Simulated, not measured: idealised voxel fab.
process module | voxel capacitor over wiring
cross-section cut | 140 nm wide | cells 5 nm
A cross-section is a grid of square cells, given in bands from the top down. A band is one or more rows of cells.
Each band's line starts with the height of the band's top and of its bottom, in nm. Then come its materials from left to right, each with its width in nm. One material with "throughout" fills the band from edge to edge. "air" is empty space.
Height 0 is the level under which the wafer as received is all one material. The lowest band goes on downwards, as in "0 down".
A width such as "30 to 40" changes by the same amount from each row of cells to the next, from the band's top row to its bottom row.
"no change" after a step means that no cell of the cross-section changed.
closed voids: empty space of 8 cells or more with no open way to the top, each as width x height at its distance from the left edge, in nm
after a step's settings: what the simulator itself notes on the step
overlay nm, on a step with a mask: how far to the right of its planned place the mask lay; to the left if negative
plan
1 op RECEIVE | material Si
2 op CONFORMAL_DEP | material SiO2 | thk nm 10
3 op DIRECTIONAL_DEP | material TiN | thk nm 5
4 op DIRECTIONAL_DEP | material Ru | thk nm 15
5 op MASKED_ETCH | tone cover | mask id METAL_1 | width nm 20 | pitch nm 80 | etch materials Ru | depth nm 15 | overlay nm 0
6 op MASKED_ETCH | tone cover | mask id METAL_1 | width nm 20 | pitch nm 80 | etch materials TiN | depth nm 5 | overlay nm 0
7 op CONFORMAL_DEP | material SiCN | thk nm 5
8 op FILL_DEP | material SiO2 | thk nm 10
9 op CMP | height nm 30
10 op CONFORMAL_DEP | material SiCN | thk nm 5
11 op DIRECTIONAL_DEP | material lowk | thk nm 15
12 op MASKED_ETCH | tone open | mask id PLUG_1 | width nm 15 | etch materials lowk | depth nm 15 | overlay nm 0
13 op MASKED_ETCH | tone open | mask id PLUG_1 | width nm 15 | etch materials SiCN | depth nm 5 | overlay nm 0
14 op EPI | material Ru | thk nm 10
15 op EPI | material Ru | thk nm 10
16 op DIRECTIONAL_DEP | material TiN | thk nm 10
17 op DIRECTIONAL_DEP | material SiN | thk nm 5
18 op DIRECTIONAL_DEP | material TiN | thk nm 5
19 op PATTERN | tone cover | mask id UPPER_PLATE | material resist | width nm 65 | thk nm 15 | overlay nm 0
20 op DIRECTIONAL_ETCH | etch materials TiN | depth nm 5
21 op DIRECTIONAL_ETCH | etch materials SiN | depth nm 5
22 op STRIP | etch materials resist
23 op DIRECTIONAL_DEP | material aC | thk nm 15
24 op PATTERN | tone cover | mask id LOWER_PLATE | material resist | width nm 75 | thk nm 30 | overlay nm 0
25 op DIRECTIONAL_ETCH | etch materials aC | depth nm 15
26 op STRIP | etch materials resist
27 op DIRECTIONAL_ETCH | etch materials TiN | depth nm 10
28 op STRIP | etch materials aC
29 op FILL_DEP | material SiO2 | thk nm 15
30 op CMP | height nm 80
31 op PATTERN | tone open | mask id PLUG_2 | material resist | width nm 15 | thk nm 15 | overlay nm 0
32 op DIRECTIONAL_ETCH | etch materials SiO2 | depth nm 10
33 op STRIP | etch materials resist
34 op CONFORMAL_DEP | material TiN | thk nm 5
35 op FILL_DEP | material W | thk nm 5
36 op CMP | height nm 80
37 op CONFORMAL_DEP | material SiN | thk nm 5
first wafer, as planned
as received, after step 1
  0 down: Si throughout
  closed voids: none
after step 2
  10 to 0: SiO2 throughout
  below 0: unchanged
after step 3
  15 to 10: TiN throughout
  below 10: unchanged
after step 4
  30 to 15: Ru throughout
  below 15: unchanged
after step 5
  30 to 15: air 20 | Ru 20 | air 60 | Ru 20 | air 20
  below 15: unchanged
after step 6
  30 to 15: air 20 | Ru 20 | air 60 | Ru 20 | air 20
  15 to 10: air 20 | TiN 20 | air 60 | TiN 20 | air 20
  below 10: unchanged
after step 7
  35 to 30: air 15 | SiCN 30 | air 50 | SiCN 30 | air 15
  30 to 15: air 15 | SiCN 5 | Ru 20 | SiCN 5 | air 50 | SiCN 5 | Ru 20 | SiCN 5 | air 15
  15 to 10: SiCN 20 | TiN 20 | SiCN 60 | TiN 20 | SiCN 20
  below 10: unchanged
after step 8
  45 to 35: SiO2 throughout
  35 to 30: SiO2 15 | SiCN 30 | SiO2 50 | SiCN 30 | SiO2 15
  30 to 15: SiO2 15 | SiCN 5 | Ru 20 | SiCN 5 | SiO2 50 | SiCN 5 | Ru 20 | SiCN 5 | SiO2 15
  below 15: unchanged
after step 9
  30 to 15: SiO2 15 | SiCN 5 | Ru 20 | SiCN 5 | SiO2 50 | SiCN 5 | Ru 20 | SiCN 5 | SiO2 15
  below 15: unchanged
after step 10
  35 to 30: SiCN throughout
  below 30: unchanged
after step 11
  50 to 35: lowk throughout
  below 35: unchanged
after step 12
  50 to 35: lowk 25 | air 15 | lowk 100
  below 35: unchanged
after step 13
  50 to 35: lowk 25 | air 15 | lowk 100
  35 to 30: SiCN 25 | air 15 | SiCN 100
  below 30: unchanged
after step 14
  50 to 40: lowk 25 | air 15 | lowk 100
  40 to 35: lowk 25 | Ru 15 | lowk 100
  35 to 30: SiCN 25 | Ru 15 | SiCN 100
  below 30: unchanged
after step 15
  50 to 35: lowk 25 | Ru 15 | lowk 100
  below 35: unchanged
after step 16
  60 to 50: TiN throughout
  below 50: unchanged
after step 17
  65 to 60: SiN throughout
  below 60: unchanged
after step 18
  70 to 65: TiN throughout
  below 65: unchanged
after step 19
  85 to 70: air 25 | resist 65 | air 50
  below 70: unchanged
after step 20
  85 to 70: air 25 | resist 65 | air 50
  70 to 65: air 25 | TiN 65 | air 50
  below 65: unchanged
after step 21
  85 to 70: air 25 | resist 65 | air 50
  70 to 65: air 25 | TiN 65 | air 50
  65 to 60: air 25 | SiN 65 | air 50
  below 60: unchanged
after step 22
  70 to 65: air 25 | TiN 65 | air 50
  below 65: unchanged
after step 23
  85 to 75: air 25 | aC 65 | air 50
  75 to 70: aC throughout
  70 to 65: aC 25 | TiN 65 | aC 50
  65 to 60: aC 25 | SiN 65 | aC 50
  below 60: unchanged
after step 24
  115 to 85: air 20 | resist 75 | air 45
  85 to 75: air 20 | resist 5 | aC 65 | resist 5 | air 45
  below 75: unchanged
after step 25
  100 to 85: air 20 | resist 75 | air 45
  85 to 75: air 20 | resist 5 | aC 65 | resist 5 | air 45
  75 to 70: air 20 | aC 75 | air 45
  70 to 65: air 20 | aC 5 | TiN 65 | aC 5 | air 45
  65 to 60: air 20 | aC 5 | SiN 65 | aC 5 | air 45
  below 60: unchanged
after step 26
  85 to 75: air 25 | aC 65 | air 50
  below 75: unchanged
after step 27
  85 to 75: air 25 | aC 65 | air 50
  75 to 70: air 20 | aC 75 | air 45
  70 to 65: air 20 | aC 5 | TiN 65 | aC 5 | air 45
  65 to 60: air 20 | aC 5 | SiN 65 | aC 5 | air 45
  60 to 50: air 20 | TiN 75 | air 45
  below 50: unchanged
after step 28
  70 to 65: air 25 | TiN 65 | air 50
  65 to 60: air 25 | SiN 65 | air 50
  below 60: unchanged
after step 29
  85 to 70: SiO2 throughout
  70 to 65: SiO2 25 | TiN 65 | SiO2 50
  65 to 60: SiO2 25 | SiN 65 | SiO2 50
  60 to 50: SiO2 20 | TiN 75 | SiO2 45
  below 50: unchanged
after step 30
  80 to 70: SiO2 throughout
  below 70: unchanged
after step 31
  95 to 80: resist 35 | air 15 | resist 90
  below 80: unchanged
after step 32
  95 to 80: resist 35 | air 15 | resist 90
  80 to 70: SiO2 35 | air 15 | SiO2 90
  below 70: unchanged
after step 33
  80 to 70: SiO2 35 | air 15 | SiO2 90
  below 70: unchanged
after step 34
  85 to 80: TiN 40 | air 5 | TiN 95
  80 to 75: SiO2 35 | TiN 5 | air 5 | TiN 5 | SiO2 90
  75 to 65: SiO2 35 to 25 | TiN 15 to 65 | SiO2 90 to 50
  below 65: unchanged
after step 35
  90 to 85: W throughout
  85 to 80: TiN 40 | W 5 | TiN 95
  80 to 75: SiO2 35 | TiN 5 | W 5 | TiN 5 | SiO2 90
  below 75: unchanged
after step 36
  80 to 75: SiO2 35 | TiN 5 | W 5 | TiN 5 | SiO2 90
  below 75: unchanged
after step 37
  85 to 80: SiN throughout
  below 80: unchanged
second wafer: like start, like plan, one mistake. Through step 11 it matches the first wafer
when step 12 should have ended
  50 to 35: air 25 | lowk 15 | air 100
  below 35: unchanged
when step 13 should have ended: no change
when step 14 should have ended: no change
when step 15 should have ended: no change
when step 16 should have ended
  60 to 50: air 25 | TiN 15 | air 100
  50 to 45: air 25 | lowk 15 | air 100
  45 to 35: TiN 25 | lowk 15 | TiN 100
  below 35: unchanged
when step 17 should have ended
  65 to 60: air 25 | SiN 15 | air 100
  60 to 50: air 25 | TiN 15 | air 100
  50 to 45: SiN 25 | lowk 15 | SiN 100
  below 45: unchanged
when step 18 should have ended
  70 to 65: air 25 | TiN 15 | air 100
  65 to 60: air 25 | SiN 15 | air 100
  60 to 55: air 25 | TiN 15 | air 100
  55 to 50: TiN throughout
  below 50: unchanged
when step 19 should have ended
  85 to 70: air 25 | resist 65 | air 50
  70 to 65: air 25 | TiN 15 | resist 50 | air 50
  65 to 60: air 25 | SiN 15 | resist 50 | air 50
  60 to 55: air 25 | TiN 15 | resist 50 | air 50
  below 55: unchanged
when step 20 should have ended
  85 to 70: air 25 | resist 65 | air 50
  70 to 65: air 25 | TiN 15 | resist 50 | air 50
  65 to 60: air 25 | SiN 15 | resist 50 | air 50
  60 to 55: air 25 | TiN 15 | resist 50 | air 50
  55 to 50: air 25 | TiN 65 | air 50
  below 50: unchanged
when step 21 should have ended
  85 to 70: air 25 | resist 65 | air 50
  70 to 65: air 25 | TiN 15 | resist 50 | air 50
  65 to 60: air 25 | SiN 15 | resist 50 | air 50
  60 to 55: air 25 | TiN 15 | resist 50 | air 50
  55 to 50: air 25 | TiN 65 | air 50
  50 to 45: air 25 | lowk 15 | SiN 50 | air 50
  below 45: unchanged
when step 22 should have ended
  70 to 65: air 25 | TiN 15 | air 100
  65 to 60: air 25 | SiN 15 | air 100
  60 to 50: air 25 | TiN 15 to 65 | air 100 to 50
  below 50: unchanged
when step 23 should have ended
  85 to 70: air 25 | aC 15 | air 100
  70 to 65: air 25 | TiN 15 | aC 50 | air 50
  65 to 60: air 25 | SiN 15 | aC 50 | air 50
  60 to 50: aC 25 | TiN 15 to 65 | aC 100 to 50
  50 to 45: aC 25 | lowk 15 | SiN 50 | aC 50
  below 45: unchanged
when step 24 should have ended
  115 to 85: air 20 | resist 75 | air 45
  85 to 70: air 20 | resist 5 | aC 15 | resist 55 | air 45
  70 to 65: air 20 | resist 5 | TiN 15 | aC 50 | resist 5 | air 45
  65 to 60: air 20 | resist 5 | SiN 15 | aC 50 | resist 5 | air 45
  below 60: unchanged
when step 25 should have ended
  100 to 85: air 20 | resist 75 | air 45
  85 to 70: air 20 | resist 5 | aC 15 | resist 55 | air 45
  70 to 65: air 20 | resist 5 | TiN 15 | aC 50 | resist 5 | air 45
  65 to 60: air 20 | resist 5 | SiN 15 | aC 50 | resist 5 | air 45
  60 to 50: air 20 | aC 5 | TiN 15 to 65 | aC 55 to 5 | air 45
  50 to 45: air 20 | aC 5 | lowk 15 | SiN 50 | aC 5 | air 45
  below 45: unchanged
when step 26 should have ended
  85 to 70: air 25 | aC 15 | air 100
  70 to 65: air 25 | TiN 15 | aC 50 | air 50
  65 to 60: air 25 | SiN 15 | aC 50 | air 50
  below 60: unchanged
when step 27 should have ended
  85 to 70: air 25 | aC 15 | air 100
  70 to 65: air 25 | TiN 15 | aC 50 | air 50
  65 to 60: air 25 | SiN 15 | aC 50 | air 50
  60 to 50: air 20 | aC 5 | TiN 15 to 65 | aC 55 to 5 | air 45
  50 to 45: air 20 | aC 5 | lowk 15 | SiN 50 | aC 5 | air 45
  45 to 35: air 20 | TiN 5 | lowk 15 | TiN 55 | air 45
  below 35: unchanged
when step 28 should have ended
  70 to 65: air 25 | TiN 15 | air 100
  65 to 60: air 25 | SiN 15 | air 100
  60 to 50: air 25 | TiN 15 to 65 | air 100 to 50
  50 to 45: air 25 | lowk 15 | SiN 50 | air 50
  below 45: unchanged
when step 29 should have ended
  85 to 70: SiO2 throughout
  70 to 65: SiO2 25 | TiN 15 | SiO2 100
  65 to 60: SiO2 25 | SiN 15 | SiO2 100
  60 to 50: SiO2 25 | TiN 15 to 65 | SiO2 100 to 50
  50 to 45: SiO2 25 | lowk 15 | SiN 50 | SiO2 50
  45 to 35: SiO2 20 | TiN 5 | lowk 15 | TiN 55 | SiO2 45
  below 35: unchanged
when step 30 should have ended
  80 to 70: SiO2 throughout
  below 70: unchanged
when step 31 should have ended
  95 to 80: resist 35 | air 15 | resist 90
  below 80: unchanged
when step 32 should have ended
  95 to 80: resist 35 | air 15 | resist 90
  80 to 70: SiO2 35 | air 15 | SiO2 90
  below 70: unchanged
when step 33 should have ended
  80 to 70: SiO2 35 | air 15 | SiO2 90
  below 70: unchanged
when step 34 should have ended
  85 to 80: TiN 40 | air 5 | TiN 95
  80 to 75: SiO2 35 | TiN 5 | air 5 | TiN 5 | SiO2 90
  75 to 65: SiO2 35 to 25 | TiN 15 | SiO2 90 to 100
  below 65: unchanged
when step 35 should have ended
  90 to 85: W throughout
  85 to 80: TiN 40 | W 5 | TiN 95
  80 to 75: SiO2 35 | TiN 5 | W 5 | TiN 5 | SiO2 90
  below 75: unchanged
when step 36 should have ended
  80 to 75: SiO2 35 | TiN 5 | W 5 | TiN 5 | SiO2 90
  below 75: unchanged
when step 37 should have ended
  85 to 80: SiN throughout
  below 80: unchanged
what went wrong: step 12 ran as: op MASKED_ETCH | tone cover | mask id PLUG_1 | width nm 15 | etch materials lowk | depth nm 15 | overlay nm 0
at the end the second wafer has, in cells: 12 fewer of Ru | 3 more of SiCN | 75 more of SiO2 | 66 fewer of lowk
